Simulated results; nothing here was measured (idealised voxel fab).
Name of the process module below: voxel ribs on slabs
Cross-section cut spans 170 nm and uses square cells 5 nm in size.
Just so we're on the same page, the cross-sections are grids of square cells, and they're listed out in bands top to bottom, each band one or more rows deep.
For a band, the entry starts with two heights in nm, that of the top and then that of the bottom, and carries on with the band's materials in order from left to right, each alongside its width in nm; the word "edge to edge" beside a single material means it fills the band edge to edge, and "empty" means empty space.
Heights from 0 (as-received wafer is one material below). Bottom band endless downward, as "from 0 down".
A width such as "30..40" changes by the same amount from each row of cells to the next, from the band's top row to its bottom row.
Key: "remained the same" - step with no changed cell in the cross-section.
Closed-off voids of 8+ cells (no open route to the top) go in "closed voids", written width x height at distance from the left edge, in nm.
Text after the settings on a step's line: the simulator's own remark on that step.
For masked steps, "overlay nm" on the step line gives how far right of plan the mask actually lay; a minus sign means it lay to the left.

**So here's the lineup of process steps we planned**
1. RECEIVE with material Si
2. DIRECTIONAL_DEP with material SiO2, thk nm 30
3. DIRECTIONAL_DEP with material polySi, thk nm 25
4. DIRECTIONAL_DEP with material aC, thk nm 10
5. PATTERN with tone cover, mask id RIB, material resist, width nm 25, thk nm 30, overlay nm 0
6. DIRECTIONAL_ETCH with etch materials aC, depth nm 10
7. STRIP with etch materials resist
8. DIRECTIONAL_ETCH with etch materials polySi, depth nm 10
9. STRIP with etch materials aC
10. MASKED_ETCH with tone cover, mask id SLAB, width nm 55, etch materials polySi, depth nm 15, overlay nm 0
11. FILL_DEP with material SiO2, thk nm 25
12. CMP with height nm 75
13. DIRECTIONAL_DEP with material W, thk nm 10
14. DIRECTIONAL_DEP with material aC, thk nm 15
15. PATTERN with tone cover, mask id HEATER, material resist, width nm 35, thk nm 30, overlay nm 0
16. DIRECTIONAL_ETCH with etch materials aC, depth nm 15
17. STRIP with etch materials resist
18. DIRECTIONAL_ETCH with etch materials W, depth nm 10
19. STRIP with etch materials aC
20. CONFORMAL_DEP with material SiO2, thk nm 5

**Of two wafers, the first: run according to plan**

**Wafer cross-section on receipt, i.e. after step 1**
* from 0 down  Si edge to edge
* closed voids: none

**after step 2**
* from 30 to 0  SiO2 edge to edge
* At heights below 0, the structure remains unaltered.

**after step 3**
* from 55 to 30  polySi edge to edge
* At heights below 30, the structure remains unaltered.

**after step 4**
* from 65 to 55  aC edge to edge
* At heights below 55, the structure remains unaltered.

**after step 5**
* from 95 to 65  empty 70  resist 25  empty 75
* At heights below 65, the structure remains unaltered.

**after step 6**
* from 85 to 65  empty 70  resist 25  empty 75
* from 65 to 55  empty 70  aC 25  empty 75
* At heights below 55, the structure remains unaltered.

**after step 7**
* from 65 to 55  empty 70  aC 25  empty 75
* At heights below 55, the structure remains unaltered.

**after step 8**
* from 65 to 55  empty 70  aC 25  empty 75
* from 55 to 45  empty 70  polySi 25  empty 75
* At heights below 45, the structure remains unaltered.

**after step 9**
* from 55 to 45  empty 70  polySi 25  empty 75
* At heights below 45, the structure remains unaltered.

**after step 10**
* from 55 to 45  empty 70  polySi 25  empty 75
* from 45 to 30  empty 55  polySi 55  empty 60
* At heights below 30, the structure remains unaltered.

**after step 11**
* from 80 to 55  SiO2 edge to edge
* from 55 to 45  SiO2 70  polySi 25  SiO2 75
* from 45 to 30  SiO2 55  polySi 55  SiO2 60
* At heights below 30, the structure remains unaltered.

**after step 12**
* from 75 to 55  SiO2 edge to edge
* At heights below 55, the structure remains unaltered.

**after step 13**
* from 85 to 75  W edge to edge
* At heights below 75, the structure remains unaltered.

**after step 14**
* from 100 to 85  aC edge to edge
* At heights below 85, the structure remains unaltered.

**after step 15**
* from 130 to 100  empty 65  resist 35  empty 70
* At heights below 100, the structure remains unaltered.

**after step 16**
* from 115 to 100  empty 65  resist 35  empty 70
* from 100 to 85  empty 65  aC 35  empty 70
* At heights below 85, the structure remains unaltered.

**after step 17**
* from 100 to 85  empty 65  aC 35  empty 70
* At heights below 85, the structure remains unaltered.

**after step 18**
* from 100 to 85  empty 65  aC 35  empty 70
* from 85 to 75  empty 65  W 35  empty 70
* At heights below 75, the structure remains unaltered.

**after step 19**
* from 85 to 75  empty 65  W 35  empty 70
* At heights below 75, the structure remains unaltered.

**after step 20**
* from 90 to 85  empty 60  SiO2 45  empty 65
* from 85 to 80  empty 60  SiO2 5  W 35  SiO2 5  empty 65
* from 80 to 75  SiO2 65  W 35  SiO2 70
* At heights below 75, the structure remains unaltered.

**Now the other wafer: same start, same recipe, but we messed up one thing when running it. Up to and including step 1 it's the same as the first one**

**The second wafer in cross-section, at the planned close of step 2**
* from 25 to 0  polySi edge to edge
* At heights below 0, the structure remains unaltered.

**The second wafer in cross-section, at the planned close of step 3**
* from 55 to 25  SiO2 edge to edge
* At heights below 25, the structure remains unaltered.

**The second wafer in cross-section, at the planned close of step 4**
* from 65 to 55  aC edge to edge
* At heights below 55, the structure remains unaltered.

**The second wafer in cross-section, at the planned close of step 5**
* from 95 to 65  empty 70  resist 25  empty 75
* At heights below 65, the structure remains unaltered.

**The second wafer in cross-section, at the planned close of step 6**
* from 85 to 65  empty 70  resist 25  empty 75
* from 65 to 55  empty 70  aC 25  empty 75
* At heights below 55, the structure remains unaltered.

**The second wafer in cross-section, at the planned close of step 7**
* from 65 to 55  empty 70  aC 25  empty 75
* At heights below 55, the structure remains unaltered.

The second wafer in cross-section, at the planned close of step 8: remained the same

**The second wafer in cross-section, at the planned close of step 9**
* from 55 to 25  SiO2 edge to edge
* At heights below 25, the structure remains unaltered.

The second wafer in cross-section, at the planned close of step 10: remained the same

**The second wafer in cross-section, at the planned close of step 11**
* from 80 to 25  SiO2 edge to edge
* At heights below 25, the structure remains unaltered.

**The second wafer in cross-section, at the planned close of step 12**
* from 75 to 25  SiO2 edge to edge
* At heights below 25, the structure remains unaltered.

**The second wafer in cross-section, at the planned close of step 13**
* from 85 to 75  W edge to edge
* At heights below 75, the structure remains unaltered.

**The second wafer in cross-section, at the planned close of step 14**
* from 100 to 85  aC edge to edge
* At heights below 85, the structure remains unaltered.

**The second wafer in cross-section, at the planned close of step 15**
* from 130 to 100  empty 65  resist 35  empty 70
* At heights below 100, the structure remains unaltered.

**The second wafer in cross-section, at the planned close of step 16**
* from 115 to 100  empty 65  resist 35  empty 70
* from 100 to 85  empty 65  aC 35  empty 70
* At heights below 85, the structure remains unaltered.

**The second wafer in cross-section, at the planned close of step 17**
* from 100 to 85  empty 65  aC 35  empty 70
* At heights below 85, the structure remains unaltered.

**The second wafer in cross-section, at the planned close of step 18**
* from 100 to 85  empty 65  aC 35  empty 70
* from 85 to 75  empty 65  W 35  empty 70
* At heights below 75, the structure remains unaltered.

**The second wafer in cross-section, at the planned close of step 19**
* from 85 to 75  empty 65  W 35  empty 70
* At heights below 75, the structure remains unaltered.

**The second wafer in cross-section, at the planned close of step 20**
* from 90 to 85  empty 60  SiO2 45  empty 65
* from 85 to 80  empty 60  SiO2 5  W 35  SiO2 5  empty 65
* from 80 to 75  SiO2 65  W 35  SiO2 70
* At heights below 75, the structure remains unaltered.
It is concluded that the wafer was processed incorrectly with respect to the plan, in that plan steps 2 and 3 run swapped
Final wafer comparison in cells, second versus first, more or fewer per material: -127 SiO2 | +127 polySi
